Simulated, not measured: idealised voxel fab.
The process module presented herein is designated voxel transistor to metal.
cross-section cut | 195 nm wide | cells 5 nm
Heads up, the way a cross-section reads in here is a grid of square cells, handed over as bands from the top down, with every band being one or more rows of cells.
Each band's line starts with the height of the band's top and of its bottom, in nm. Then come its materials from left to right, each with its width in nm. One material with "full width" fills the band from edge to edge. "empty" is empty space.
Heights are expressed relative to 0, this being the level below which the as-received wafer comprises one material exclusively. The lowest band is unbounded in the downward direction and is denoted as in "0 -> down".
It should be noted that a width expressed as "30->40" varies in equal increments from row to row of cells within the band, taking the value of the first number at the top row and that of the second number at the bottom row.
When a step is marked "same as before", none of the cells in the cross-section changed during that step.
Any empty space of 8 cells or more lacking an open way to the top shows up in "Listed closed voids" as width x height at distance, distance from the left edge, in nm.
If you see something after the settings on a step's line, that's the simulator's own remark about that step.
A step's line can hold "overlay nm"; with a mask on that step, the setting says how far right of the planned place the mask lay, while a negative setting says it lay to the left.
The process steps that were planned are listed below:
step 1: RECEIVE (material Si)
step 2: CONFORMAL_DEP (material SiO2; thk nm 5)
step 3: CONFORMAL_DEP (material SiN; thk nm 10)
step 4: PATTERN (tone cover; mask id ACTIVE; material resist; width nm 110; thk nm 20; overlay nm 0)
step 5: DIRECTIONAL_ETCH (etch materials SiN; depth nm 10)
step 6: DIRECTIONAL_ETCH (etch materials SiO2; depth nm 5)
step 7: DIRECTIONAL_ETCH (etch materials Si; depth nm 20)
step 8: STRIP (etch materials resist)
step 9: FILL_DEP (material SiO2; thk nm 5)
step 10: CMP (height nm 15)
step 11: SELECTIVE_ETCH (etch materials SiO2; depth nm 5)
step 12: STRIP (etch materials SiN)
step 13: SELECTIVE_ETCH (etch materials SiO2; depth nm 5)
step 14: OXIDIZE (depth nm 5)
step 15: DIRECTIONAL_DEP (material polySi; thk nm 20)
step 16: DIRECTIONAL_DEP (material SiCN; thk nm 15)
step 17: MASKED_ETCH (tone cover; mask id GATE; width nm 30; etch materials SiCN; depth nm 25; overlay nm 0)
step 18: MASKED_ETCH (tone cover; mask id GATE; width nm 30; etch materials polySi; depth nm 30; overlay nm 0)
step 19: CONFORMAL_DEP (material SiN; thk nm 5)
step 20: DIRECTIONAL_ETCH (etch materials SiN; depth nm 5)
step 21: DIRECTIONAL_ETCH (etch materials SiO2; depth nm 5)
step 22: EPI (material nSi; thk nm 5)
step 23: FILL_DEP (material SiO2; thk nm 10)
step 24: CMP (height nm 20)
step 25: STRIP (etch materials polySi)
step 26: SELECTIVE_ETCH (etch materials SiO2; depth nm 5)
step 27: CONFORMAL_DEP (material HfO2; thk nm 5)
step 28: CONFORMAL_DEP (material TiN; thk nm 5)
step 29: FILL_DEP (material W; thk nm 5)
step 30: CMP (height nm 15)
step 31: DIRECTIONAL_DEP (material SiO2; thk nm 15)
step 32: DIRECTIONAL_DEP (material aC; thk nm 15)
step 33: PATTERN (tone open; mask id CONTACT; material resist; width nm 15; pitch nm 75; thk nm 35; overlay nm 0)
step 34: DIRECTIONAL_ETCH (etch materials aC; depth nm 15)
step 35: STRIP (etch materials resist)
step 36: DIRECTIONAL_ETCH (etch materials SiO2; depth nm 30)
step 37: STRIP (etch materials aC)
step 38: CONFORMAL_DEP (material TiN; thk nm 5)
step 39: FILL_DEP (material Ru; thk nm 10)
step 40: CMP (height nm 30)
step 41: DIRECTIONAL_DEP (material TiN; thk nm 5)
step 42: DIRECTIONAL_DEP (material Ru; thk nm 20)
step 43: MASKED_ETCH (tone cover; mask id METAL_1; width nm 15; pitch nm 75; etch materials Ru; depth nm 20; overlay nm 0)
step 44: MASKED_ETCH (tone cover; mask id METAL_1; width nm 15; pitch nm 75; etch materials TiN; depth nm 5; overlay nm 0)
step 45: FILL_DEP (material lowk; thk nm 5)
step 46: CMP (height nm 55)
step 47: CONFORMAL_DEP (material SiCN; thk nm 5)
step 48: DIRECTIONAL_DEP (material lowk; thk nm 35)
step 49: DIRECTIONAL_DEP (material aC; thk nm 15)
step 50: PATTERN (tone open; mask id METAL_2; material resist; width nm 15; pitch nm 75; thk nm 35; overlay nm 0)
step 51: DIRECTIONAL_ETCH (etch materials aC; depth nm 15)
step 52: STRIP (etch materials resist)
step 53: DIRECTIONAL_ETCH (etch materials lowk; depth nm 20)
step 54: STRIP (etch materials aC)
step 55: DIRECTIONAL_DEP (material aC; thk nm 15)
step 56: PATTERN (tone open; mask id METAL_2_HOLES; material resist; width nm 15; pitch nm 75; thk nm 35; overlay nm 0)
step 57: DIRECTIONAL_ETCH (etch materials aC; depth nm 15)
step 58: STRIP (etch materials resist)
step 59: DIRECTIONAL_ETCH (etch materials lowk; depth nm 15)
step 60: DIRECTIONAL_ETCH (etch materials SiCN; depth nm 5)
step 61: STRIP (etch materials aC)
step 62: CONFORMAL_DEP (material TiN; thk nm 5)
step 63: FILL_DEP (material Ru; thk nm 5)
step 64: CMP (height nm 95)
step 65: CONFORMAL_DEP (material SiN; thk nm 5)
Received-state cross-section, reflecting completion of step 1:
	0 -> down = Si full width
	Listed closed voids: none
Final wafer profile in cross-section after the module, from the same start and plan as above, with one mistake made during processing:
	100 -> 95 = SiN full width
	95 -> 60 = 50 lowk | 5 TiN | 5 Ru | 5 TiN | 60 lowk | 5 TiN | 5 Ru | 5 TiN | 55 lowk
	60 -> 55 = 50 SiCN | 15 TiN | 60 SiCN | 15 TiN | 55 SiCN
	55 -> 35 = 50 lowk | 15 Ru | 60 lowk | 15 Ru | 55 lowk
	35 -> 30 = 50 lowk | 15 TiN | 60 lowk | 15 TiN | 55 lowk
	30 -> 15 = 50 SiO2 | 5 TiN | 5 SiN | 5 TiN | 60 SiO2 | 5 TiN | 5 SiN | 5 TiN | 55 SiO2
	15 -> 5 = 50 SiO2 | 5 TiN | 5 SiN | 5 TiN | 10 SiO2 | 5 SiN | 5 HfO2 | 5 TiN | 10 W | 5 TiN | 5 HfO2 | 5 SiN | 10 SiO2 | 5 TiN | 5 SiN | 5 TiN | 55 SiO2
	5 -> 0 = 35 SiO2 | 5 SiN | 10 SiO2 | 15 TiN | 10 SiO2 | 5 SiN | 5 HfO2 | 20 TiN | 5 HfO2 | 5 SiN | 10 SiO2 | 15 TiN | 10 SiO2 | 5 SiN | 40 SiO2
	0 -> -5 = 40 SiO2 | 35 nSi | 40 HfO2 | 35 nSi | 45 SiO2
	-5 -> -20 = 40 SiO2 | 110 Si | 45 SiO2
	-20 -> down = Si full width
	Listed closed voids: none
What was done differently from what was planned? step 39 off recipe, ran as FILL_DEP (material SiN; thk nm 10)
